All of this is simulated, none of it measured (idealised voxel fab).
process module | voxel ribs on slabs
cross-section cut | 140 nm wide | cells 5 nm
A cross-section is a grid of square cells, given in bands from the top down. A band is one or more rows of cells.
Each band's line starts with the height of the band's top and of its bottom, in nm. Then come its materials from left to right, each with its width in nm. One material with "throughout" fills the band from edge to edge. "air" is empty space.
Height 0 is the level under which the wafer as received is all one material. The lowest band goes on downwards, as in "0 down".
A width such as "30 to 40" changes by the same amount from each row of cells to the next, from the band's top row to its bottom row.
"no change" after a step means that no cell of the cross-section changed.
closed voids: empty space of 8 cells or more with no open way to the top, each as width x height at its distance from the left edge, in nm
after a step's settings: what the simulator itself notes on the step
overlay nm, on a step with a mask: how far to the right of its planned place the mask lay; to the left if negative
plan
1 op RECEIVE | material Si
2 op DIRECTIONAL_DEP | material SiO2 | thk nm 30
3 op DIRECTIONAL_DEP | material SiN | thk nm 15
4 op DIRECTIONAL_DEP | material aC | thk nm 5
5 op PATTERN | tone cover | mask id RIB | material resist | width nm 30 | thk nm 30 | overlay nm 0
6 op DIRECTIONAL_ETCH | etch materials aC | depth nm 10
7 op STRIP | etch materials resist
8 op DIRECTIONAL_ETCH | etch materials SiN | depth nm 5
9 op STRIP | etch materials aC
10 op MASKED_ETCH | tone cover | mask id SLAB | width nm 90 | etch materials SiN | depth nm 10 | overlay nm 0
11 op FILL_DEP | material SiO2 | thk nm 30
12 op CMP | height nm 65
13 op DIRECTIONAL_DEP | material W | thk nm 10
14 op DIRECTIONAL_DEP | material aC | thk nm 10
15 op PATTERN | tone cover | mask id HEATER | material resist | width nm 40 | thk nm 30 | overlay nm 0
16 op DIRECTIONAL_ETCH | etch materials aC | depth nm 10
17 op STRIP | etch materials resist
18 op DIRECTIONAL_ETCH | etch materials W | depth nm 10
19 op STRIP | etch materials aC
20 op CONFORMAL_DEP | material SiN | thk nm 10
varied across the wafers: thk nm of step 4. The plan shows the first wafer's value. All wafers start alike
first wafer as received, after step 1
  0 down: Si throughout
  closed voids: none
each wafer at the end: cells of each material gained (+) or lost (-) since it was received, then its closed voids
thk nm 5 | +106 SiN | +322 SiO2 | +16 W | closed voids: none
thk nm 10 | +106 SiN | +322 SiO2 | +16 W | closed voids: none
thk nm 15 | +128 SiN | +300 SiO2 | +16 W | closed voids: none
thk nm 20 | +128 SiN | +300 SiO2 | +16 W | closed voids: none
thk nm 25 | +128 SiN | +300 SiO2 | +16 W | closed voids: none
